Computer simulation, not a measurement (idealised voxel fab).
Process module name: voxel ribs on slabs
This is section cut - it's 190 nm across, gridded in 5 nm square cells.
Heads up, the way a cross-section reads in here is a grid of square cells, handed over as bands from the top down, with every band being one or more rows of cells. The band entry comprises the height of the band's top followed by the height of its bottom, expressed in nm, and subsequently the band's materials from left to right, each stated together with its width in nm. Where a single material is marked with the word "all across", that material fills the band from edge to edge. The word "air" represents empty space. Ref level 0: as-received wafer is one material below here. Bottom band extends down with no lower bound ("0 nm and below"). Think of "30->40" as a width that walks from the first number to the second as you go down the band, top row to bottom row, taking equal-sized steps from row to row. Take "no change" at face value: in the step it is given for, the cross-section changed in none of its cells. Basically, "closed voids" tells you about the enclosed voids: empty spaces with no open way to the top, 8 cells or bigger, each written width x height at distance, where distance is from the left edge, all in nm. Note: text after step settings on the step line = simulator remark on that step. "overlay nm" answers the question of how far to the right of plan the mask lay on a step that has a mask, and when it is negative the answer is to the left.
### Here's what the planned process steps look like
1. RECEIVE,material Si
2. DIRECTIONAL_DEP,material SiO2,thk nm 20
3. DIRECTIONAL_DEP,material SiN,thk nm 25
4. DIRECTIONAL_DEP,material aC,thk nm 10
5. PATTERN,tone cover,mask id RIB,material resist,width nm 20,thk nm 30,overlay nm 0
6. DIRECTIONAL_ETCH,etch materials aC,depth nm 10
7. STRIP,etch materials resist
8. DIRECTIONAL_ETCH,etch materials SiN,depth nm 10
9. STRIP,etch materials aC
10. DIRECTIONAL_DEP,material aC,thk nm 15
11. PATTERN,tone cover,mask id SLAB,material resist,width nm 80,thk nm 35,overlay nm 0
12. DIRECTIONAL_ETCH,etch materials aC,depth nm 15
13. STRIP,etch materials resist
14. DIRECTIONAL_ETCH,etch materials SiN,depth nm 15
15. STRIP,etch materials aC
16. FILL_DEP,material SiO2,thk nm 20
17. CMP,height nm 55
18. DIRECTIONAL_DEP,material W,thk nm 5
19. MASKED_ETCH,tone cover,mask id HEATER,width nm 30,etch materials W,depth nm 5,overlay nm 0
20. CONFORMAL_DEP,material SiN,thk nm 5
### The first of two wafers, run as planned
### Incoming wafer, cross-sectional view, post step 1
- 0 nm and below: Si all across
- closed voids: none
### The wafer in cross-section once step 2 is complete
- 20 nm to 0 nm: SiO2 all across
- No changes below 0.
### The wafer in cross-section once step 3 is complete
- 45 nm to 20 nm: SiN all across
- No changes below 20.
### The wafer in cross-section once step 4 is complete
- 55 nm to 45 nm: aC all across
- No changes below 45.
### The wafer in cross-section once step 5 is complete
- 85 nm to 55 nm: air: 85  resist: 20  air: 85
- No changes below 55.
### The wafer in cross-section once step 6 is complete
- 75 nm to 55 nm: air: 85  resist: 20  air: 85
- 55 nm to 45 nm: air: 85  aC: 20  air: 85
- No changes below 45.
### The wafer in cross-section once step 7 is complete
- 55 nm to 45 nm: air: 85  aC: 20  air: 85
- No changes below 45.
### The wafer in cross-section once step 8 is complete
- 55 nm to 45 nm: air: 85  aC: 20  air: 85
- 45 nm to 35 nm: air: 85  SiN: 20  air: 85
- No changes below 35.
### The wafer in cross-section once step 9 is complete
- 45 nm to 35 nm: air: 85  SiN: 20  air: 85
- No changes below 35.
### The wafer in cross-section once step 10 is complete
- 60 nm to 50 nm: air: 85  aC: 20  air: 85
- 50 nm to 45 nm: aC all across
- 45 nm to 35 nm: aC: 85  SiN: 20  aC: 85
- No changes below 35.
### The wafer in cross-section once step 11 is complete
- 95 nm to 60 nm: air: 55  resist: 80  air: 55
- 60 nm to 50 nm: air: 55  resist: 30  aC: 20  resist: 30  air: 55
- No changes below 50.
### The wafer in cross-section once step 12 is complete
- 80 nm to 60 nm: air: 55  resist: 80  air: 55
- 60 nm to 50 nm: air: 55  resist: 30  aC: 20  resist: 30  air: 55
- 50 nm to 45 nm: air: 55  aC: 80  air: 55
- 45 nm to 35 nm: air: 55  aC: 30  SiN: 20  aC: 30  air: 55
- No changes below 35.
### The wafer in cross-section once step 13 is complete
- 60 nm to 50 nm: air: 85  aC: 20  air: 85
- No changes below 50.
### The wafer in cross-section once step 14 is complete
- 60 nm to 50 nm: air: 85  aC: 20  air: 85
- 50 nm to 45 nm: air: 55  aC: 80  air: 55
- 45 nm to 35 nm: air: 55  aC: 30  SiN: 20  aC: 30  air: 55
- 35 nm to 20 nm: air: 55  SiN: 80  air: 55
- No changes below 20.
### The wafer in cross-section once step 15 is complete
- 45 nm to 35 nm: air: 85  SiN: 20  air: 85
- No changes below 35.
### The wafer in cross-section once step 16 is complete
- 65 nm to 45 nm: SiO2 all across
- 45 nm to 35 nm: SiO2: 85  SiN: 20  SiO2: 85
- 35 nm to 20 nm: SiO2: 55  SiN: 80  SiO2: 55
- No changes below 20.
### The wafer in cross-section once step 17 is complete
- 55 nm to 45 nm: SiO2 all across
- No changes below 45.
### The wafer in cross-section once step 18 is complete
- 60 nm to 55 nm: W all across
- No changes below 55.
### The wafer in cross-section once step 19 is complete
- 60 nm to 55 nm: air: 80  W: 30  air: 80
- No changes below 55.
### The wafer in cross-section once step 20 is complete
- 65 nm to 60 nm: air: 75  SiN: 40  air: 75
- 60 nm to 55 nm: SiN: 80  W: 30  SiN: 80
- No changes below 55.
### Second wafer. Start and plan as for the first. One mistake made in running. Agrees with the first up to and including step 3
### Second wafer, section view, time point: scheduled end of step 4
- 55 nm to 45 nm: SiO2 all across
- No changes below 45.
### Second wafer, section view, time point: scheduled end of step 5
- 85 nm to 55 nm: air: 85  resist: 20  air: 85
- No changes below 55.
### Second wafer, section view, time point: scheduled end of step 6
- 75 nm to 55 nm: air: 85  resist: 20  air: 85
- No changes below 55.
### Second wafer, section view, time point: scheduled end of step 7
- 55 nm to 45 nm: SiO2 all across
- No changes below 45.
Second wafer, section view, time point: scheduled end of step 8: no change
Second wafer, section view, time point: scheduled end of step 9: no change
### Second wafer, section view, time point: scheduled end of step 10
- 70 nm to 55 nm: aC all across
- No changes below 55.
### Second wafer, section view, time point: scheduled end of step 11
- 105 nm to 70 nm: air: 55  resist: 80  air: 55
- No changes below 70.
### Second wafer, section view, time point: scheduled end of step 12
- 90 nm to 70 nm: air: 55  resist: 80  air: 55
- 70 nm to 55 nm: air: 55  aC: 80  air: 55
- No changes below 55.
### Second wafer, section view, time point: scheduled end of step 13
- 70 nm to 55 nm: air: 55  aC: 80  air: 55
- No changes below 55.
Second wafer, section view, time point: scheduled end of step 14: no change
### Second wafer, section view, time point: scheduled end of step 15
- 55 nm to 45 nm: SiO2 all across
- No changes below 45.
### Second wafer, section view, time point: scheduled end of step 16
- 75 nm to 45 nm: SiO2 all across
- No changes below 45.
### Second wafer, section view, time point: scheduled end of step 17
- 55 nm to 45 nm: SiO2 all across
- No changes below 45.
### Second wafer, section view, time point: scheduled end of step 18
- 60 nm to 55 nm: W all across
- No changes below 55.
### Second wafer, section view, time point: scheduled end of step 19
- 60 nm to 55 nm: air: 80  W: 30  air: 80
- No changes below 55.
### Second wafer, section view, time point: scheduled end of step 20
- 65 nm to 60 nm: air: 75  SiN: 40  air: 75
- 60 nm to 55 nm: SiN: 80  W: 30  SiN: 80
- No changes below 55.
Want to know what went wrong? off-plan run, step 4, actual operation and settings DIRECTIONAL_DEP,material SiO2,thk nm 10
Final tally in cells, some materials are higher or lower on the second wafer than on the first: 134 more of SiN, 134 fewer of SiO2
